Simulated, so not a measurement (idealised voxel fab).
Name of the process module below: voxel gate over fins
The figure presents cross-section cut, which has a width of 300 nm and is divided into square cells with an edge length of 5 nm.
Reading order for cross-sections: top band down to bottom band. Underlying form: a grid of square cells. Band size: one or more rows of cells. Look at the band entry: it leads with the top's height and the bottom's height in nm. Then it lists the materials left to right, with a width in nm for each. The word "throughout" on a single material says that material fills the band edge to edge. The word "blank" is empty space. Below 0: as-received wafer, all one material; heights counted from there. Lowest band: no bottom, goes on down, written "0 -> down". The width entry "30 to 40" should be interpreted row by row: the top row of cells in the band takes the first number, the bottom row takes the second number, and the change between adjacent rows is uniform throughout. Key: "nothing was modified" - step with no changed cell in the cross-section. Listed in "Sealed void inventory": every empty space of 8 or more cells without an open way to the top. Form: width x height at distance, the distance being from the left edge, all in nm. Text after the settings on a step's line: the simulator's own remark on that step. A step line may carry the setting "overlay nm", which, for steps involving a mask, states the distance by which the mask lay to the right of its intended position; negative values denote displacement to the left.
# These are the steps we planned for the process
1) RECEIVE (material Si)
2) CONFORMAL_DEP (material SiN; thk nm 5)
3) DIRECTIONAL_DEP (material aC; thk nm 10)
4) PATTERN (tone cover; mask id FINS; material resist; width nm 15; pitch nm 50; thk nm 25; overlay nm 0)
5) DIRECTIONAL_ETCH (etch materials aC; depth nm 10)
6) STRIP (etch materials resist)
7) DIRECTIONAL_ETCH (etch materials SiN; depth nm 5)
8) DIRECTIONAL_ETCH (etch materials Si; depth nm 40)
9) STRIP (etch materials aC)
10) OXIDIZE (depth nm 5)
11) FILL_DEP (material SiO2; thk nm 15)
12) CMP (height nm 5)
13) PATTERN (tone open; mask id RAIL; material resist; width nm 15; thk nm 20; overlay nm 0)
14) DIRECTIONAL_ETCH (etch materials SiO2; depth nm 40)
15) STRIP (etch materials resist)
16) CONFORMAL_DEP (material TiN; thk nm 5)
17) FILL_DEP (material W; thk nm 5)
18) CMP (height nm 5)
19) SELECTIVE_ETCH (etch materials W Ru TiN; depth nm 30)
20) FILL_DEP (material SiO2; thk nm 5)
21) CMP (height nm 5)
22) SELECTIVE_ETCH (etch materials SiO2; depth nm 20)
23) STRIP (etch materials SiN)
24) CONFORMAL_DEP (material HfO2; thk nm 5)
25) CONFORMAL_DEP (material TiN; thk nm 5)
26) CONFORMAL_DEP (material TiAl; thk nm 5)
27) CONFORMAL_DEP (material TiN; thk nm 5)
28) FILL_DEP (material W; thk nm 10)
29) CMP (height nm 25)
30) CONFORMAL_DEP (material SiCN; thk nm 5)
# What follows covers the first of two wafers; it ran as planned
# Incoming wafer in cross-section (state: after step 1)
> 0 -> down = Si throughout
> Sealed void inventory: none
# Step 2 complete: cross-section through the wafer
> 5 -> 0 = SiN throughout
> Note: structure below 0 unchanged.
# Step 3 complete: cross-section through the wafer
> 15 -> 5 = aC throughout
> Note: structure below 5 unchanged.
# Step 4 complete: cross-section through the wafer
> 40 -> 15 = blank (90) | resist (15) | blank (35) | resist (15) | blank (35) | resist (15) | blank (95)
> Note: structure below 15 unchanged.
# Step 5 complete: cross-section through the wafer
> 30 -> 15 = blank (90) | resist (15) | blank (35) | resist (15) | blank (35) | resist (15) | blank (95)
> 15 -> 5 = blank (90) | aC (15) | blank (35) | aC (15) | blank (35) | aC (15) | blank (95)
> Note: structure below 5 unchanged.
# Step 6 complete: cross-section through the wafer
> 15 -> 5 = blank (90) | aC (15) | blank (35) | aC (15) | blank (35) | aC (15) | blank (95)
> Note: structure below 5 unchanged.
# Step 7 complete: cross-section through the wafer
> 15 -> 5 = blank (90) | aC (15) | blank (35) | aC (15) | blank (35) | aC (15) | blank (95)
> 5 -> 0 = blank (90) | SiN (15) | blank (35) | SiN (15) | blank (35) | SiN (15) | blank (95)
> Note: structure below 0 unchanged.
# Step 8 complete: cross-section through the wafer
> 15 -> 5 = blank (90) | aC (15) | blank (35) | aC (15) | blank (35) | aC (15) | blank (95)
> 5 -> 0 = blank (90) | SiN (15) | blank (35) | SiN (15) | blank (35) | SiN (15) | blank (95)
> 0 -> -40 = blank (90) | Si (15) | blank (35) | Si (15) | blank (35) | Si (15) | blank (95)
> Note: structure below -40 unchanged.
# Step 9 complete: cross-section through the wafer
> 5 -> 0 = blank (90) | SiN (15) | blank (35) | SiN (15) | blank (35) | SiN (15) | blank (95)
> Note: structure below 0 unchanged.
# Step 10 complete: cross-section through the wafer
> 5 -> 0 = blank (90) | SiN (15) | blank (35) | SiN (15) | blank (35) | SiN (15) | blank (95)
> 0 -> -40 = blank (90) | SiO2 (5) | Si (5) | SiO2 (5) | blank (35) | SiO2 (5) | Si (5) | SiO2 (5) | blank (35) | SiO2 (5) | Si (5) | SiO2 (5) | blank (95)
> -40 -> -45 = SiO2 (95) | Si (5) | SiO2 (45) | Si (5) | SiO2 (45) | Si (5) | SiO2 (100)
> Note: structure below -45 unchanged.
# Step 11 complete: cross-section through the wafer
> 20 -> 5 = SiO2 throughout
> 5 -> 0 = SiO2 (90) | SiN (15) | SiO2 (35) | SiN (15) | SiO2 (35) | SiN (15) | SiO2 (95)
> 0 -> -45 = SiO2 (95) | Si (5) | SiO2 (45) | Si (5) | SiO2 (45) | Si (5) | SiO2 (100)
> Note: structure below -45 unchanged.
# Step 12 complete: cross-section through the wafer
> 5 -> 0 = SiO2 (90) | SiN (15) | SiO2 (35) | SiN (15) | SiO2 (35) | SiN (15) | SiO2 (95)
> Note: structure below 0 unchanged.
# Step 13 complete: cross-section through the wafer
> 25 -> 5 = resist (115) | blank (15) | resist (170)
> Note: structure below 5 unchanged.
# Step 14 complete: cross-section through the wafer
> 25 -> 5 = resist (115) | blank (15) | resist (170)
> 5 -> 0 = SiO2 (90) | SiN (15) | SiO2 (10) | blank (15) | SiO2 (10) | SiN (15) | SiO2 (35) | SiN (15) | SiO2 (95)
> 0 -> -35 = SiO2 (95) | Si (5) | SiO2 (15) | blank (15) | SiO2 (15) | Si (5) | SiO2 (45) | Si (5) | SiO2 (100)
> Note: structure below -35 unchanged.
# Step 15 complete: cross-section through the wafer
> 5 -> 0 = SiO2 (90) | SiN (15) | SiO2 (10) | blank (15) | SiO2 (10) | SiN (15) | SiO2 (35) | SiN (15) | SiO2 (95)
> Note: structure below 0 unchanged.
# Step 16 complete: cross-section through the wafer
> 10 -> 5 = TiN (120) | blank (5) | TiN (175)
> 5 -> 0 = SiO2 (90) | SiN (15) | SiO2 (10) | TiN (5) | blank (5) | TiN (5) | SiO2 (10) | SiN (15) | SiO2 (35) | SiN (15) | SiO2 (95)
> 0 -> -30 = SiO2 (95) | Si (5) | SiO2 (15) | TiN (5) | blank (5) | TiN (5) | SiO2 (15) | Si (5) | SiO2 (45) | Si (5) | SiO2 (100)
> -30 -> -35 = SiO2 (95) | Si (5) | SiO2 (15) | TiN (15) | SiO2 (15) | Si (5) | SiO2 (45) | Si (5) | SiO2 (100)
> Note: structure below -35 unchanged.
# Step 17 complete: cross-section through the wafer
> 15 -> 10 = W throughout
> 10 -> 5 = TiN (120) | W (5) | TiN (175)
> 5 -> 0 = SiO2 (90) | SiN (15) | SiO2 (10) | TiN (5) | W (5) | TiN (5) | SiO2 (10) | SiN (15) | SiO2 (35) | SiN (15) | SiO2 (95)
> 0 -> -30 = SiO2 (95) | Si (5) | SiO2 (15) | TiN (5) | W (5) | TiN (5) | SiO2 (15) | Si (5) | SiO2 (45) | Si (5) | SiO2 (100)
> Note: structure below -30 unchanged.
# Step 18 complete: cross-section through the wafer
> 5 -> 0 = SiO2 (90) | SiN (15) | SiO2 (10) | TiN (5) | W (5) | TiN (5) | SiO2 (10) | SiN (15) | SiO2 (35) | SiN (15) | SiO2 (95)
> Note: structure below 0 unchanged.
# Step 19 complete: cross-section through the wafer
> 5 -> 0 = SiO2 (90) | SiN (15) | SiO2 (10) | blank (15) | SiO2 (10) | SiN (15) | SiO2 (35) | SiN (15) | SiO2 (95)
> 0 -> -25 = SiO2 (95) | Si (5) | SiO2 (15) | blank (15) | SiO2 (15) | Si (5) | SiO2 (45) | Si (5) | SiO2 (100)
> Note: structure below -25 unchanged.
# Step 20 complete: cross-section through the wafer
> 10 -> 5 = SiO2 throughout
> 5 -> 0 = SiO2 (90) | SiN (15) | SiO2 (35) | SiN (15) | SiO2 (35) | SiN (15) | SiO2 (95)
> 0 -> -25 = SiO2 (95) | Si (5) | SiO2 (45) | Si (5) | SiO2 (45) | Si (5) | SiO2 (100)
> Note: structure below -25 unchanged.
# Step 21 complete: cross-section through the wafer
> 5 -> 0 = SiO2 (90) | SiN (15) | SiO2 (35) | SiN (15) | SiO2 (35) | SiN (15) | SiO2 (95)
> Note: structure below 0 unchanged.
# Step 22 complete: cross-section through the wafer
> 5 -> 0 = blank (90) | SiN (15) | blank (35) | SiN (15) | blank (35) | SiN (15) | blank (95)
> 0 -> -15 = blank (95) | Si (5) | blank (45) | Si (5) | blank (45) | Si (5) | blank (100)
> Note: structure below -15 unchanged.
# Step 23 complete: cross-section through the wafer
> 0 -> -15 = blank (95) | Si (5) | blank (45) | Si (5) | blank (45) | Si (5) | blank (100)
> Note: structure below -15 unchanged.
# Step 24 complete: cross-section through the wafer
> 5 -> 0 = blank (90) | HfO2 (15) | blank (35) | HfO2 (15) | blank (35) | HfO2 (15) | blank (95)
> 0 -> -10 = blank (90) | HfO2 (5) | Si (5) | HfO2 (5) | blank (35) | HfO2 (5) | Si (5) | HfO2 (5) | blank (35) | HfO2 (5) | Si (5) | HfO2 (5) | blank (95)
> -10 -> -15 = HfO2 (95) | Si (5) | HfO2 (45) | Si (5) | HfO2 (45) | Si (5) | HfO2 (100)
> Note: structure below -15 unchanged.
# Step 25 complete: cross-section through the wafer
> 10 -> 5 = blank (85) | TiN (25) | blank (25) | TiN (25) | blank (25) | TiN (25) | blank (90)
> 5 -> 0 = blank (85) | TiN (5) | HfO2 (15) | TiN (5) | blank (25) | TiN (5) | HfO2 (15) | TiN (5) | blank (25) | TiN (5) | HfO2 (15) | TiN (5) | blank (90)
> 0 -> -5 = blank (85) | TiN (5) | HfO2 (5) | Si (5) | HfO2 (5) | TiN (5) | blank (25) | TiN (5) | HfO2 (5) | Si (5) | HfO2 (5) | TiN (5) | blank (25) | TiN (5) | HfO2 (5) | Si (5) | HfO2 (5) | TiN (5) | blank (90)
> -5 -> -10 = TiN (90) | HfO2 (5) | Si (5) | HfO2 (5) | TiN (35) | HfO2 (5) | Si (5) | HfO2 (5) | TiN (35) | HfO2 (5) | Si (5) | HfO2 (5) | TiN (95)
> Note: structure below -10 unchanged.
# Step 26 complete: cross-section through the wafer
> 15 -> 10 = blank (80) | TiAl (35) | blank (15) | TiAl (35) | blank (15) | TiAl (35) | blank (85)
> 10 -> 5 = blank (80) | TiAl (5) | TiN (25) | TiAl (5) | blank (15) | TiAl (5) | TiN (25) | TiAl (5) | blank (15) | TiAl (5) | TiN (25) | TiAl (5) | blank (85)
> 5 -> 0 = blank (80) | TiAl (5) | TiN (5) | HfO2 (15) | TiN (5) | TiAl (5) | blank (15) | TiAl (5) | TiN (5) | HfO2 (15) | TiN (5) | TiAl (5) | blank (15) | TiAl (5) | TiN (5) | HfO2 (15) | TiN (5) | TiAl (5) | blank (85)
> 0 -> -5 = TiAl (85) | TiN (5) | HfO2 (5) | Si (5) | HfO2 (5) | TiN (5) | TiAl (25) | TiN (5) | HfO2 (5) | Si (5) | HfO2 (5) | TiN (5) | TiAl (25) | TiN (5) | HfO2 (5) | Si (5) | HfO2 (5) | TiN (5) | TiAl (90)
> Note: structure below -5 unchanged.
# Step 27 complete: cross-section through the wafer
> 20 -> 15 = blank (75) | TiN (45) | blank (5) | TiN (45) | blank (5) | TiN (45) | blank (80)
> 15 -> 10 = blank (75) | TiN (5) | TiAl (35) | TiN (5) | blank (5) | TiN (5) | TiAl (35) | TiN (5) | blank (5) | TiN (5) | TiAl (35) | TiN (5) | blank (80)
> 10 -> 5 = blank (75) | TiN (5) | TiAl (5) | TiN (25) | TiAl (5) | TiN (5) | blank (5) | TiN (5) | TiAl (5) | TiN (25) | TiAl (5) | TiN (5) | blank (5) | TiN (5) | TiAl (5) | TiN (25) | TiAl (5) | TiN (5) | blank (80)
> 5 -> 0 = TiN (80) | TiAl (5) | TiN (5) | HfO2 (15) | TiN (5) | TiAl (5) | TiN (15) | TiAl (5) | TiN (5) | HfO2 (15) | TiN (5) | TiAl (5) | TiN (15) | TiAl (5) | TiN (5) | HfO2 (15) | TiN (5) | TiAl (5) | TiN (85)
> Note: structure below 0 unchanged.
# Step 28 complete: cross-section through the wafer
> 30 -> 20 = W throughout
> 20 -> 15 = W (75) | TiN (45) | W (5) | TiN (45) | W (5) | TiN (45) | W (80)
> 15 -> 10 = W (75) | TiN (5) | TiAl (35) | TiN (5) | W (5) | TiN (5) | TiAl (35) | TiN (5) | W (5) | TiN (5) | TiAl (35) | TiN (5) | W (80)
> 10 -> 5 = W (75) | TiN (5) | TiAl (5) | TiN (25) | TiAl (5) | TiN (5) | W (5) | TiN (5) | TiAl (5) | TiN (25) | TiAl (5) | TiN (5) | W (5) | TiN (5) | TiAl (5) | TiN (25) | TiAl (5) | TiN (5) | W (80)
> Note: structure below 5 unchanged.
# Step 29 complete: cross-section through the wafer
> 25 -> 20 = W throughout
> Note: structure below 20 unchanged.
# Step 30 complete: cross-section through the wafer
> 30 -> 25 = SiCN throughout
> Note: structure below 25 unchanged.
# Second wafer, same starting conditions and recipe as the first, one mistake in executing it, nothing differs from the first up to and including step 29
# At the planned end of step 30, the second wafer in cross-section
> 30 -> 25 = aC throughout
> Note: structure below 25 unchanged.
The plan and the run diverged here: step 30 ran as: CONFORMAL_DEP (material aC; thk nm 5)
Wrapping up, a cell-based count of both wafers puts the second over or under the first for these materials: SiCN -60; aC +60
